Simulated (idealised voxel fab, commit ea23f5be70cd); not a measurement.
process module | voxel spacer lines
cross-section cut | 245 nm wide | cells 5 nm
A cross-section is a grid of square cells, given in bands from the top down. A band is one or more rows of cells.
Each band's line starts with the height of the band's top and of its bottom, in nm. Then come its materials from left to right, each with its width in nm. One material with "throughout" fills the band from edge to edge. "air" is empty space.
Height 0 is the level under which the wafer as received is all one material. The lowest band goes on downwards, as in "0 down".
A width such as "30 to 40" changes by the same amount from each row of cells to the next, from the band's top row to its bottom row.
"no change" after a step means that no cell of the cross-section changed.
closed voids: empty space of 8 cells or more with no open way to the top, each as width x height at its distance from the left edge, in nm
after a step's settings: what the simulator itself notes on the step
overlay nm, on a step with a mask: how far to the right of its planned place the mask lay; to the left if negative
plan
1 op RECEIVE | material Si
2 op CONFORMAL_DEP | material Al2O3 | thk nm 5
3 op DIRECTIONAL_DEP | material TiN | thk nm 10
4 op DIRECTIONAL_DEP | material aC | thk nm 25
5 op PATTERN | tone cover | mask id MANDREL | material resist | width nm 15 | pitch nm 60 | thk nm 30 | overlay nm 0
6 op DIRECTIONAL_ETCH | etch materials aC | depth nm 25
7 op STRIP | etch materials resist
8 op CONFORMAL_DEP | material SiO2 | thk nm 10
9 op DIRECTIONAL_ETCH | etch materials SiO2 | depth nm 10
10 op STRIP | etch materials aC
11 op DIRECTIONAL_ETCH | etch materials TiN | depth nm 10
12 op STRIP | etch materials SiO2
13 op FILL_DEP | material lowk | thk nm 5
14 op CMP | height nm 15
varied across the wafers: width nm of step 5. The plan shows the first wafer's value. All wafers start alike
first wafer as received, after step 1
  0 down: Si throughout
  closed voids: none
each wafer at the end: cells of each material gained (+) or lost (-) since it was received, then its closed voids
width nm 15 | +49 Al2O3 | +16 TiN | +82 lowk | closed voids: none
width nm 20 | +49 Al2O3 | +16 TiN | +82 lowk | closed voids: none
width nm 25 | +49 Al2O3 | +16 TiN | +82 lowk | closed voids: none
width nm 30 | +49 Al2O3 | +16 TiN | +82 lowk | closed voids: none
width nm 35 | +49 Al2O3 | +16 TiN | +82 lowk | closed voids: none
